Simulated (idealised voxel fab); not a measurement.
process module | voxel double patterning
cross-section cut | 220 nm wide | cells 5 nm
A cross-section is a grid of square cells, given in bands from the top down. A band is one or more rows of cells.
Each band's line starts with the height of the band's top and of its bottom, in nm. Then come its materials from left to right, each with its width in nm. One material with "throughout" fills the band from edge to edge. "air" is empty space.
Height 0 is the level under which the wafer as received is all one material. The lowest band goes on downwards, as in "0 down".
A width such as "30 to 40" changes by the same amount from each row of cells to the next, from the band's top row to its bottom row.
"no change" after a step means that no cell of the cross-section changed.
closed voids: empty space of 8 cells or more with no open way to the top, each as width x height at its distance from the left edge, in nm
after a step's settings: what the simulator itself notes on the step
overlay nm, on a step with a mask: how far to the right of its planned place the mask lay; to the left if negative
plan
1 op RECEIVE | material Si
2 op CONFORMAL_DEP | material SiO2 | thk nm 10
3 op DIRECTIONAL_DEP | material W | thk nm 15
4 op DIRECTIONAL_DEP | material SiCN | thk nm 5
5 op DIRECTIONAL_DEP | material aC | thk nm 10
6 op PATTERN | tone open | mask id FIRST | material resist | width nm 15 | pitch nm 50 | thk nm 25 | overlay nm 0
7 op DIRECTIONAL_ETCH | etch materials aC | depth nm 10
8 op STRIP | etch materials resist
9 op DIRECTIONAL_ETCH | etch materials SiCN | depth nm 5
10 op STRIP | etch materials aC
11 op DIRECTIONAL_DEP | material aC | thk nm 10
12 op PATTERN | tone open | mask id SECOND | material resist | width nm 15 | pitch nm 50 | thk nm 30 | overlay nm 0
13 op DIRECTIONAL_ETCH | etch materials aC | depth nm 10
14 op STRIP | etch materials resist
15 op DIRECTIONAL_ETCH | etch materials SiCN | depth nm 5
16 op STRIP | etch materials aC
17 op DIRECTIONAL_ETCH | etch materials W | depth nm 15
18 op STRIP | etch materials SiCN
as received, after step 1
  0 down: Si throughout
  closed voids: none
a wafer at the end: this start, this plan, one mistake
  25 to 10: air 50 | W 15 | air 35 | W 15 | air 35 | W 15 | air 55
  10 to 0: SiO2 throughout
  0 down: Si throughout
  closed voids: none
what went wrong: step 6 ran as: op PATTERN | tone cover | mask id FIRST | material resist | width nm 15 | pitch nm 50 | thk nm 25 | overlay nm 0
